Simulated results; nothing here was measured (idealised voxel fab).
The name of this process module is voxel wiring stack.
The cross-section on display is named cut; it measures 290 nm wide, and its cells are 5 nm squares.
Just so we're on the same page, the cross-sections are grids of square cells, and they're listed out in bands top to bottom, each band one or more rows deep. Look at the band entry: it leads with the top's height and the bottom's height in nm. Then it lists the materials left to right, with a width in nm for each. The word "everywhere" on a single material says that material fills the band edge to edge. The word "blank" is empty space. Heights are expressed relative to 0, this being the level below which the as-received wafer comprises one material exclusively. The lowest band is unbounded in the downward direction and is denoted as in "top 0, no bottom". A two-number width, for instance "30->40", indicates that the width is equal to the first number in the top row of the band and to the second number in the bottom row, and that it changes by a constant amount per row of cells. "no modification" means the step left every cell of the cross-section as it was. "Closed cavity list" contains a list of empty spaces, each no smaller than 8 cells and without an open way to the top, written in the form width x height at distance with the distance from the left edge and all three in nm. Past the settings on a step's line: simulator remark, on that step. The optional step-line setting "overlay nm" applies to steps with a mask and quantifies how far to the right of its planned location the mask lay, a negative value indicating leftward placement.

**List of planned process steps**
1) op RECEIVE | material Si
2) op CONFORMAL_DEP | material SiO2 | thk nm 10
3) op CONFORMAL_DEP | material SiN | thk nm 5
4) op DIRECTIONAL_DEP | material lowk | thk nm 15
5) op MASKED_ETCH | tone open | mask id METAL_1 | width nm 20 | pitch nm 50 | etch materials lowk | depth nm 15 | overlay nm 0
6) op MASKED_ETCH | tone open | mask id METAL_1 | width nm 20 | pitch nm 50 | etch materials SiN | depth nm 5 | overlay nm 0
7) op CONFORMAL_DEP | material TiN | thk nm 5
8) op FILL_DEP | material Cu | thk nm 5
9) op CMP | height nm 30
10) op CONFORMAL_DEP | material SiCN | thk nm 5
11) op DIRECTIONAL_DEP | material SiO2 | thk nm 30
12) op PATTERN | tone open | mask id METAL_2_HOLES | material resist | width nm 15 | pitch nm 50 | thk nm 15 | overlay nm 0
13) op DIRECTIONAL_ETCH | etch materials SiO2 | depth nm 30
14) op STRIP | etch materials resist
15) op MASKED_ETCH | tone open | mask id METAL_2 | width nm 20 | pitch nm 50 | etch materials SiO2 | depth nm 15 | overlay nm 0
16) op MASKED_ETCH | tone open | mask id METAL_2 | width nm 20 | pitch nm 50 | etch materials SiCN | depth nm 5 | overlay nm 0
17) op CONFORMAL_DEP | material TiN | thk nm 5
18) op FILL_DEP | material Cu | thk nm 5
19) op CMP | height nm 65
20) op CONFORMAL_DEP | material SiCN | thk nm 5

**Cross-section of the wafer upon arrival, representing the state reached after step 1**
- top 0, no bottom = Si everywhere
- Closed cavity list: none

**Wafer cross-section at module end: first of two, run to plan**
- top 70, bottom 65 = SiCN everywhere
- top 65, bottom 55 = SiO2 60 / TiN 5 / Cu 10 / TiN 5 / SiO2 30 / TiN 5 / Cu 10 / TiN 5 / SiO2 30 / TiN 5 / Cu 10 / TiN 5 / SiO2 30 / TiN 5 / Cu 10 / TiN 5 / SiO2 60
- top 55, bottom 50 = SiO2 60 / TiN 5 / Cu 5 / TiN 10 / SiO2 30 / TiN 5 / Cu 5 / TiN 10 / SiO2 30 / TiN 5 / Cu 5 / TiN 10 / SiO2 30 / TiN 5 / Cu 5 / TiN 10 / SiO2 60
- top 50, bottom 35 = SiO2 60 / TiN 5 / Cu 5 / TiN 5 / SiO2 35 / TiN 5 / Cu 5 / TiN 5 / SiO2 35 / TiN 5 / Cu 5 / TiN 5 / SiO2 35 / TiN 5 / Cu 5 / TiN 5 / SiO2 65
- top 35, bottom 30 = SiCN 60 / TiN 15 / SiCN 35 / TiN 15 / SiCN 35 / TiN 15 / SiCN 35 / TiN 15 / SiCN 65
- top 30, bottom 15 = lowk 60 / TiN 5 / Cu 10 / TiN 5 / lowk 30 / TiN 5 / Cu 10 / TiN 5 / lowk 30 / TiN 5 / Cu 10 / TiN 5 / lowk 30 / TiN 5 / Cu 10 / TiN 5 / lowk 60
- top 15, bottom 10 = SiN 60 / TiN 20 / SiN 30 / TiN 20 / SiN 30 / TiN 20 / SiN 30 / TiN 20 / SiN 60
- top 10, bottom 0 = SiO2 everywhere
- top 0, no bottom = Si everywhere
- Closed cavity list: none

**Here's the second of our two wafers sectioned at module end. Same start as the first, same plan, but one mistake got made running it**
- top 70, bottom 65 = SiCN everywhere
- top 65, bottom 60 = SiCN 60 / TiN 20 / SiCN 30 / TiN 20 / SiCN 30 / TiN 20 / SiCN 30 / TiN 20 / SiCN 60
- top 60, bottom 30 = SiO2 everywhere
- top 30, bottom 15 = lowk 60 / TiN 5 / Cu 10 / TiN 5 / lowk 30 / TiN 5 / Cu 10 / TiN 5 / lowk 30 / TiN 5 / Cu 10 / TiN 5 / lowk 30 / TiN 5 / Cu 10 / TiN 5 / lowk 60
- top 15, bottom 10 = SiN 60 / TiN 20 / SiN 30 / TiN 20 / SiN 30 / TiN 20 / SiN 30 / TiN 20 / SiN 60
- top 10, bottom 0 = SiO2 everywhere
- top 0, no bottom = Si everywhere
- Closed cavity list: none
Heads up, the wafer didn't run the way we planned it: steps 10 and 11 of the plan were run in the wrong order, each in the other's place
The second wafer ends with more or fewer cells of some materials than the first, per final count: -32 Cu | -4 SiCN | +84 SiO2 | -48 TiN
